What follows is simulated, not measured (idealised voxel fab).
Process module under the name voxel self aligned vias
Xsec cut, 205 nm wide, square cell size 5 nm.
A cross-section is a grid of square cells, given in bands from the top down. A band is one or more rows of cells.
Heights first: top, then bottom, in nm. Then materials, left to right, each with a width in nm. "all across" on a single material: fills the band edge to edge. "empty": empty space.
Heights from 0 (as-received wafer is one material below). Bottom band endless downward, as "0 nm and below".
The two numbers in a width such as "30 to 40" mark its ends across the band: the first belongs to the top row of cells, the second to the bottom row, and from each row to the next the width moves by the same amount.
Reading "no change occurred" for a step: not a cell of the cross-section changed in it.
Voids not open to the top, 8 cells minimum: see "Voids, sealed". Written width x height at distance; distance is from the left edge; nm.
Where a step's line continues beyond its settings, the continuation is a remark by the simulator itself on that step.
The optional step-line setting "overlay nm" applies to steps with a mask and quantifies how far to the right of its planned location the mask lay, a negative value indicating leftward placement.
Listed below are the process steps as planned
| 1 | RECEIVE | material Si |
| 2 | CONFORMAL_DEP | material SiO2 | thk nm 10 |
| 3 | CONFORMAL_DEP | material SiCN | thk nm 5 |
| 4 | DIRECTIONAL_DEP | material lowk | thk nm 30 |
| 5 | PATTERN | tone open | mask id LINES | material resist | width nm 20 | pitch nm 55 | thk nm 15 | overlay nm 0 |
| 6 | DIRECTIONAL_ETCH | etch materials lowk | depth nm 30 |
| 7 | STRIP | etch materials resist |
| 8 | CONFORMAL_DEP | material TiN | thk nm 5 |
| 9 | FILL_DEP | material W | thk nm 5 |
| 10 | CMP | height nm 45 |
| 11 | SELECTIVE_ETCH | etch materials W Ru TiN | depth nm 10 |
| 12 | FILL_DEP | material SiN | thk nm 10 |
| 13 | CMP | height nm 45 |
| 14 | DIRECTIONAL_DEP | material lowk | thk nm 20 |
| 15 | DIRECTIONAL_DEP | material aC | thk nm 10 |
| 16 | PATTERN | tone open | mask id VIAS | material resist | width nm 30 | pitch nm 55 | thk nm 30 | overlay nm 0 |
| 17 | DIRECTIONAL_ETCH | etch materials aC | depth nm 10 |
| 18 | STRIP | etch materials resist |
| 19 | DIRECTIONAL_ETCH | etch materials lowk | depth nm 20 |
| 20 | DIRECTIONAL_ETCH | etch materials SiN | depth nm 10 |
| 21 | STRIP | etch materials aC |
| 22 | CONFORMAL_DEP | material TiN | thk nm 5 |
| 23 | FILL_DEP | material Ru | thk nm 5 |
| 24 | CMP | height nm 65 |
| 25 | CONFORMAL_DEP | material SiCN | thk nm 5 |
Incoming wafer in cross-section (state: after step 1)
	0 nm and below | Si all across
	Voids, sealed: none
Cross-sectional view of the first of the two wafers upon completion of the module, processed in accordance with the plan
	70 nm to 65 nm | SiCN all across
	65 nm to 50 nm | lowk=30 | TiN=5 | Ru=20 | TiN=5 | lowk=25 | TiN=5 | Ru=20 | TiN=5 | lowk=25 | TiN=5 | Ru=20 | TiN=5 | lowk=35
	50 nm to 40 nm | lowk=30 to 35 | TiN=10 to 5 | Ru=10 | TiN=10 to 5 | lowk=25 to 35 | TiN=10 to 5 | Ru=10 | TiN=10 to 5 | lowk=25 to 35 | TiN=10 to 5 | Ru=10 | TiN=10 to 5 | lowk=35 to 40
	40 nm to 35 nm | lowk=35 | TiN=20 | lowk=35 | TiN=20 | lowk=35 | TiN=20 | lowk=40
	35 nm to 20 nm | lowk=35 | TiN=5 | W=10 | TiN=5 | lowk=35 | TiN=5 | W=10 | TiN=5 | lowk=35 | TiN=5 | W=10 | TiN=5 | lowk=40
	20 nm to 15 nm | lowk=35 | TiN=20 | lowk=35 | TiN=20 | lowk=35 | TiN=20 | lowk=40
	15 nm to 10 nm | SiCN all across
	10 nm to 0 nm | SiO2 all across
	0 nm and below | Si all across
	Voids, sealed: none
Module end: cross-section of wafer two of two. Same start and process plan as the first wafer. One mistake during execution
	80 nm to 65 nm | SiCN all across
	65 nm to 50 nm | lowk=30 | TiN=5 | Ru=20 | TiN=5 | lowk=25 | TiN=5 | Ru=20 | TiN=5 | lowk=25 | TiN=5 | Ru=20 | TiN=5 | lowk=35
	50 nm to 40 nm | lowk=30 to 35 | TiN=10 to 5 | Ru=10 | TiN=10 to 5 | lowk=25 to 35 | TiN=10 to 5 | Ru=10 | TiN=10 to 5 | lowk=25 to 35 | TiN=10 to 5 | Ru=10 | TiN=10 to 5 | lowk=35 to 40
	40 nm to 35 nm | lowk=35 | TiN=20 | lowk=35 | TiN=20 | lowk=35 | TiN=20 | lowk=40
	35 nm to 20 nm | lowk=35 | TiN=5 | W=10 | TiN=5 | lowk=35 | TiN=5 | W=10 | TiN=5 | lowk=35 | TiN=5 | W=10 | TiN=5 | lowk=40
	20 nm to 15 nm | lowk=35 | TiN=20 | lowk=35 | TiN=20 | lowk=35 | TiN=20 | lowk=40
	15 nm to 10 nm | SiCN all across
	10 nm to 0 nm | SiO2 all across
	0 nm and below | Si all across
	Voids, sealed: none
What went wrong in running the wafer? the process deviated at step 25: the operation and settings actually run there were CONFORMAL_DEP | material SiCN | thk nm 15
Looking at both finished wafers in cells, the second ends up ahead of or behind the first on some materials: SiCN +82
